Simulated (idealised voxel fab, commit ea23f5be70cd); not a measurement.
process module | voxel transistor to metal
cross-section cut | 295 nm wide | cells 5 nm
A cross-section is a grid of square cells, given in bands from the top down. A band is one or more rows of cells.
Each band's line starts with the height of the band's top and of its bottom, in nm. Then come its materials from left to right, each with its width in nm. One material with "throughout" fills the band from edge to edge. "air" is empty space.
Height 0 is the level under which the wafer as received is all one material. The lowest band goes on downwards, as in "0 down".
A width such as "30 to 40" changes by the same amount from each row of cells to the next, from the band's top row to its bottom row.
"no change" after a step means that no cell of the cross-section changed.
closed voids: empty space of 8 cells or more with no open way to the top, each as width x height at its distance from the left edge, in nm
after a step's settings: what the simulator itself notes on the step
overlay nm, on a step with a mask: how far to the right of its planned place the mask lay; to the left if negative
plan
1 op RECEIVE | material Si
2 op OXIDIZE | depth nm 5
3 op CONFORMAL_DEP | material SiN | thk nm 10
4 op MASKED_ETCH | tone cover | mask id ACTIVE | width nm 105 | pitch nm 125 | etch materials SiN | depth nm 10 | overlay nm 0
5 op MASKED_ETCH | tone cover | mask id ACTIVE | width nm 105 | pitch nm 125 | etch materials SiO2 | depth nm 5 | overlay nm 0
6 op MASKED_ETCH | tone cover | mask id ACTIVE | width nm 105 | pitch nm 125 | etch materials Si | depth nm 35 | overlay nm 0
7 op OXIDIZE | depth nm 5
8 op FILL_DEP | material SiO2 | thk nm 10
9 op CMP | height nm 10
10 op SELECTIVE_ETCH | etch materials SiO2 | depth nm 5
11 op STRIP | etch materials SiN
12 op SELECTIVE_ETCH | etch materials SiO2 | depth nm 5
13 op OXIDIZE | depth nm 5
14 op DIRECTIONAL_DEP | material polySi | thk nm 25
15 op DIRECTIONAL_DEP | material SiCN | thk nm 10
16 op DIRECTIONAL_DEP | material aC | thk nm 10
17 op PATTERN | tone cover | mask id GATE | material resist | width nm 35 | pitch nm 125 | thk nm 25 | overlay nm 0
18 op DIRECTIONAL_ETCH | etch materials aC | depth nm 10
19 op STRIP | etch materials resist
20 op DIRECTIONAL_ETCH | etch materials SiCN | depth nm 20
21 op DIRECTIONAL_ETCH | etch materials polySi | depth nm 35
22 op STRIP | etch materials aC
23 op CONFORMAL_DEP | material SiN | thk nm 10
24 op DIRECTIONAL_ETCH | etch materials SiN | depth nm 10
25 op DIRECTIONAL_ETCH | etch materials SiO2 | depth nm 5
26 op DIRECTIONAL_ETCH | etch materials Si | depth nm 10
27 op EPI | material nSi | thk nm 15
28 op FILL_DEP | material SiO2 | thk nm 5
29 op CMP | height nm 20
30 op STRIP | etch materials polySi
31 op SELECTIVE_ETCH | etch materials SiO2 | depth nm 5
32 op CONFORMAL_DEP | material HfO2 | thk nm 5
33 op CONFORMAL_DEP | material TiN | thk nm 5
34 op FILL_DEP | material W | thk nm 5
35 op CMP | height nm 15
36 op DIRECTIONAL_DEP | material SiO2 | thk nm 10
37 op DIRECTIONAL_DEP | material aC | thk nm 15
38 op PATTERN | tone open | mask id CONTACT | material resist | width nm 15 | thk nm 35 | overlay nm 0
39 op DIRECTIONAL_ETCH | etch materials aC | depth nm 15
40 op STRIP | etch materials resist
41 op DIRECTIONAL_ETCH | etch materials SiO2 | depth nm 30
42 op STRIP | etch materials aC
43 op CONFORMAL_DEP | material TiN | thk nm 5
44 op FILL_DEP | material W | thk nm 10
45 op CMP | height nm 25
46 op DIRECTIONAL_DEP | material TiN | thk nm 5
47 op DIRECTIONAL_DEP | material W | thk nm 20
48 op DIRECTIONAL_DEP | material aC | thk nm 10
49 op PATTERN | tone cover | mask id METAL_1 | material resist | width nm 15 | thk nm 25 | overlay nm 0
50 op DIRECTIONAL_ETCH | etch materials aC | depth nm 10
51 op STRIP | etch materials resist
52 op DIRECTIONAL_ETCH | etch materials W | depth nm 20
53 op DIRECTIONAL_ETCH | etch materials TiN | depth nm 5
54 op STRIP | etch materials aC
55 op FILL_DEP | material SiO2 | thk nm 5
56 op CMP | height nm 50
57 op CONFORMAL_DEP | material SiCN | thk nm 5
58 op DIRECTIONAL_DEP | material SiO2 | thk nm 30
59 op DIRECTIONAL_DEP | material aC | thk nm 10
60 op PATTERN | tone open | mask id METAL_2 | material resist | width nm 15 | pitch nm 125 | thk nm 30 | overlay nm 0
61 op DIRECTIONAL_ETCH | etch materials aC | depth nm 10
62 op STRIP | etch materials resist
63 op DIRECTIONAL_ETCH | etch materials SiO2 | depth nm 20
64 op STRIP | etch materials aC
65 op DIRECTIONAL_DEP | material aC | thk nm 15
66 op PATTERN | tone open | mask id METAL_2_HOLES | material resist | width nm 15 | pitch nm 125 | thk nm 30 | overlay nm 0
67 op DIRECTIONAL_ETCH | etch materials aC | depth nm 15
68 op STRIP | etch materials resist
69 op DIRECTIONAL_ETCH | etch materials SiO2 | depth nm 10
70 op DIRECTIONAL_ETCH | etch materials SiCN | depth nm 5
71 op STRIP | etch materials aC
72 op CONFORMAL_DEP | material TiN | thk nm 5
73 op FILL_DEP | material Ru | thk nm 10
74 op CMP | height nm 85
75 op CONFORMAL_DEP | material SiN | thk nm 5
as received, after step 1
  0 down: Si throughout
  closed voids: none
a wafer at the end: this start, this plan, one mistake
  90 to 85: SiN throughout
  85 to 55: SiO2 35 | TiN 5 | Ru 5 | TiN 5 | SiO2 110 | TiN 5 | Ru 5 | TiN 5 | SiO2 120
  55 to 50: SiCN 35 | TiN 15 | SiCN 110 | TiN 15 | SiCN 120
  50 to 30: SiO2 35 | W 15 | SiO2 65 | W 15 | SiO2 30 | W 15 | SiO2 65 | W 15 | SiO2 40
  30 to 25: SiO2 35 | TiN 15 | SiO2 65 | TiN 15 | SiO2 30 | TiN 15 | SiO2 65 | TiN 15 | SiO2 40
  25 to 15: SiO2 35 | TiN 5 | W 5 | TiN 5 | SiO2 65 | TiN 5 | W 5 | TiN 5 | SiO2 30 | TiN 5 | W 5 | TiN 5 | SiO2 65 | TiN 5 | W 5 | TiN 5 | SiO2 40
  15 to 10: SiO2 35 | TiN 5 | W 5 | TiN 5 | SiO2 5 | SiN 10 | HfO2 5 | TiN 5 | W 15 | TiN 5 | HfO2 5 | SiN 10 | SiO2 5 | TiN 5 | W 5 | TiN 5 | SiO2 30 | TiN 5 | W 5 | TiN 5 | SiO2 5 | SiN 10 | HfO2 5 | TiN 5 | W 15 | TiN 5 | HfO2 5 | SiN 10 | SiO2 5 | TiN 5 | W 5 | TiN 5 | SiO2 40
  10 to 5: SiO2 35 | TiN 15 | SiO2 5 | SiN 10 | HfO2 5 | TiN 5 | W 15 | TiN 5 | HfO2 5 | SiN 10 | SiO2 5 | TiN 15 | SiO2 30 | TiN 15 | SiO2 5 | SiN 10 | HfO2 5 | TiN 5 | W 15 | TiN 5 | HfO2 5 | SiN 10 | SiO2 5 | TiN 15 | SiO2 40
  5 to 0: SiO2 35 | TiN 5 | nSi 15 | SiN 10 | HfO2 5 | TiN 5 | W 15 | TiN 5 | HfO2 5 | SiN 10 | nSi 15 | TiN 5 | SiO2 30 | TiN 5 | nSi 15 | SiN 10 | HfO2 5 | TiN 5 | W 15 | TiN 5 | HfO2 5 | SiN 10 | nSi 15 | TiN 5 | SiO2 40
  0 to -5: SiO2 15 | SiN 10 | SiO2 10 | TiN 5 | nSi 15 | SiN 10 | HfO2 5 | TiN 25 | HfO2 5 | SiN 10 | nSi 10 | SiN 10 | SiO2 10 | SiN 10 | SiO2 10 | TiN 5 | nSi 15 | SiN 10 | HfO2 5 | TiN 25 | HfO2 5 | SiN 10 | nSi 10 | SiN 10 | SiO2 40
  -5 to -10: SiO2 25 | nSi 30 | SiO2 5 | HfO2 45 | SiO2 5 | nSi 10 | SiO2 30 | nSi 30 | SiO2 5 | HfO2 45 | SiO2 5 | nSi 10 | SiO2 50
  -10 to -20: SiO2 25 | nSi 30 | Si 55 | nSi 10 | Si 10 | SiO2 20 | nSi 30 | Si 55 | nSi 10 | Si 10 | SiO2 40
  -20 to -45: SiO2 25 | Si 105 | SiO2 20 | Si 105 | SiO2 40
  -45 down: Si throughout
  closed voids: none
what went wrong: step 4 ran as: op MASKED_ETCH | tone cover | mask id ACTIVE | width nm 105 | pitch nm 125 | etch materials SiN | depth nm 10 | overlay nm -10
